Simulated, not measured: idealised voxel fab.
process module | voxel wiring stack
The cross-section shown here is cut; it is 245 nm wide and divided into square cells measuring 5 nm on a side.
A cross-section is a grid of square cells, given in bands from the top down. A band is one or more rows of cells.
Top height, bottom height, nm. Materials left to right, width each, nm. Single material + "throughout" = fills band edge to edge. "empty" = empty.
Below 0: as-received wafer, all one material; heights counted from there. Lowest band: no bottom, goes on down, written "0 down".
Width "30..40": first value at the band's top row of cells, second value at its bottom row, equal change from row to row.
"all unchanged" after a step means that no cell of the cross-section changed.
"Fully enclosed voids" lists enclosed empty spaces (at least 8 cells, no open path upward to the top), each as width x height at distance from the left edge, in nm.
after a step's settings: what the simulator itself notes on the step
A step's line can hold "overlay nm"; with a mask on that step, the setting says how far right of the planned place the mask lay, while a negative setting says it lay to the left.
plan
1 RECEIVE (material Si)
2 CONFORMAL_DEP (material SiO2; thk nm 15)
3 DIRECTIONAL_DEP (material TiN; thk nm 5)
4 DIRECTIONAL_DEP (material Ru; thk nm 15)
5 MASKED_ETCH (tone cover; mask id METAL_1; width nm 30; pitch nm 60; etch materials Ru; depth nm 15; overlay nm 0)
6 MASKED_ETCH (tone cover; mask id METAL_1; width nm 30; pitch nm 60; etch materials TiN; depth nm 5; overlay nm 0)
7 CONFORMAL_DEP (material SiCN; thk nm 5)
8 FILL_DEP (material SiO2; thk nm 5)
9 CMP (height nm 35)
10 CONFORMAL_DEP (material SiCN; thk nm 5)
11 DIRECTIONAL_DEP (material lowk; thk nm 25)
12 PATTERN (tone open; mask id METAL_2; material resist; width nm 30; pitch nm 60; thk nm 20; overlay nm 0)
13 DIRECTIONAL_ETCH (etch materials lowk; depth nm 15)
14 STRIP (etch materials resist)
15 PATTERN (tone open; mask id METAL_2_HOLES; material resist; width nm 15; pitch nm 120; thk nm 15; overlay nm 0)
16 DIRECTIONAL_ETCH (etch materials lowk; depth nm 10)
17 DIRECTIONAL_ETCH (etch materials SiCN; depth nm 5)
18 STRIP (etch materials resist)
19 CONFORMAL_DEP (material TiN; thk nm 5)
20 FILL_DEP (material Cu; thk nm 5)
21 CMP (height nm 65)
22 CONFORMAL_DEP (material SiCN; thk nm 5)
23 DIRECTIONAL_DEP (material SiO2; thk nm 30)
24 MASKED_ETCH (tone open; mask id METAL_3; width nm 30; pitch nm 60; etch materials SiO2; depth nm 15; overlay nm 0)
25 DIRECTIONAL_DEP (material aC; thk nm 10)
26 PATTERN (tone open; mask id METAL_3_HOLES; material resist; width nm 15; pitch nm 120; thk nm 25; overlay nm 0)
27 DIRECTIONAL_ETCH (etch materials aC; depth nm 10)
28 STRIP (etch materials resist)
29 DIRECTIONAL_ETCH (etch materials SiO2; depth nm 15)
30 DIRECTIONAL_ETCH (etch materials SiCN; depth nm 5)
31 STRIP (etch materials aC)
32 CONFORMAL_DEP (material TiN; thk nm 5)
33 FILL_DEP (material Cu; thk nm 10)
34 CMP (height nm 100)
35 CONFORMAL_DEP (material SiCN; thk nm 5)
36 DIRECTIONAL_DEP (material lowk; thk nm 10)
37 MASKED_ETCH (tone open; mask id PLUG_3; width nm 15; pitch nm 60; etch materials lowk; depth nm 10; overlay nm 0)
38 MASKED_ETCH (tone open; mask id PLUG_3; width nm 15; pitch nm 60; etch materials SiCN; depth nm 5; overlay nm 0)
39 CONFORMAL_DEP (material TiN; thk nm 5)
40 FILL_DEP (material Cu; thk nm 5)
41 CMP (height nm 115)
42 CONFORMAL_DEP (material SiN; thk nm 5)
43 DIRECTIONAL_DEP (material SiO2; thk nm 25)
44 PATTERN (tone open; mask id METAL_4; material resist; width nm 30; pitch nm 60; thk nm 15; overlay nm 0)
45 DIRECTIONAL_ETCH (etch materials SiO2; depth nm 25)
46 DIRECTIONAL_ETCH (etch materials SiN; depth nm 5)
47 STRIP (etch materials resist)
48 CONFORMAL_DEP (material TiN; thk nm 5)
49 FILL_DEP (material W; thk nm 10)
50 CMP (height nm 145)
51 EPI (material Ru; thk nm 5)
52 FILL_DEP (material SiCN; thk nm 5)
Wafer at receipt (post step 1), cross-section
- 0 down = Si throughout
- Fully enclosed voids: none
End-of-module cross-section. Starting structure and process plan as above; one mistake made in running it
- 170 to 165 = SiCN throughout
- 165 to 160 = Ru throughout
- 160 to 150 = W throughout
- 150 to 145 = TiN 50 nm  W 20 nm  TiN 40 nm  W 20 nm  TiN 40 nm  W 20 nm  TiN 55 nm
- 145 to 120 = SiO2 45 nm  TiN 5 nm  W 20 nm  TiN 5 nm  SiO2 30 nm  TiN 5 nm  W 20 nm  TiN 5 nm  SiO2 30 nm  TiN 5 nm  W 20 nm  TiN 5 nm  SiO2 50 nm
- 120 to 115 = SiN 45 nm  TiN 30 nm  SiN 30 nm  TiN 30 nm  SiN 30 nm  TiN 30 nm  SiN 50 nm
- 115 to 105 = lowk 45 nm  TiN 5 nm  Cu 5 nm  TiN 5 nm  lowk 45 nm  TiN 5 nm  Cu 5 nm  TiN 5 nm  lowk 45 nm  TiN 5 nm  Cu 5 nm  TiN 5 nm  lowk 65 nm
- 105 to 100 = SiCN 45 nm  TiN 15 nm  SiCN 45 nm  TiN 15 nm  SiCN 45 nm  TiN 15 nm  SiCN 65 nm
- 100 to 90 = SiO2 45 nm  TiN 5 nm  Cu 20 nm  TiN 5 nm  SiO2 30 nm  TiN 5 nm  Cu 20 nm  TiN 5 nm  SiO2 30 nm  TiN 5 nm  Cu 20 nm  TiN 5 nm  SiO2 50 nm
- 90 to 85 = SiO2 45 nm  TiN 5 nm  Cu 5 nm  TiN 20 nm  SiO2 30 nm  TiN 30 nm  SiO2 30 nm  TiN 5 nm  Cu 5 nm  TiN 20 nm  SiO2 50 nm
- 85 to 70 = SiO2 45 nm  TiN 5 nm  Cu 5 nm  TiN 5 nm  SiO2 105 nm  TiN 5 nm  Cu 5 nm  TiN 5 nm  SiO2 65 nm
- 70 to 65 = SiCN 45 nm  TiN 15 nm  SiCN 105 nm  TiN 15 nm  SiCN 65 nm
- 65 to 55 = lowk 45 nm  TiN 5 nm  Cu 20 nm  TiN 5 nm  lowk 30 nm  TiN 5 nm  Cu 20 nm  TiN 5 nm  lowk 30 nm  TiN 5 nm  Cu 20 nm  TiN 5 nm  lowk 50 nm
- 55 to 50 = lowk 45 nm  TiN 5 nm  Cu 5 nm  TiN 20 nm  lowk 30 nm  TiN 30 nm  lowk 30 nm  TiN 5 nm  Cu 5 nm  TiN 20 nm  lowk 50 nm
- 50 to 40 = lowk 45 nm  TiN 5 nm  Cu 5 nm  TiN 5 nm  lowk 105 nm  TiN 5 nm  Cu 5 nm  TiN 5 nm  lowk 65 nm
- 40 to 35 = SiCN 45 nm  TiN 15 nm  SiCN 105 nm  TiN 15 nm  SiCN 65 nm
- 35 to 20 = SiO2 40 nm  SiCN 5 nm  Ru 30 nm  SiCN 5 nm  SiO2 20 nm  SiCN 5 nm  Ru 30 nm  SiCN 5 nm  SiO2 20 nm  SiCN 5 nm  Ru 30 nm  SiCN 5 nm  SiO2 45 nm
- 20 to 15 = SiCN 45 nm  TiN 30 nm  SiCN 30 nm  TiN 30 nm  SiCN 30 nm  TiN 30 nm  SiCN 50 nm
- 15 to 0 = SiO2 throughout
- 0 down = Si throughout
- Fully enclosed voids: none
what went wrong: step 50 of the plan was jumped over and never run
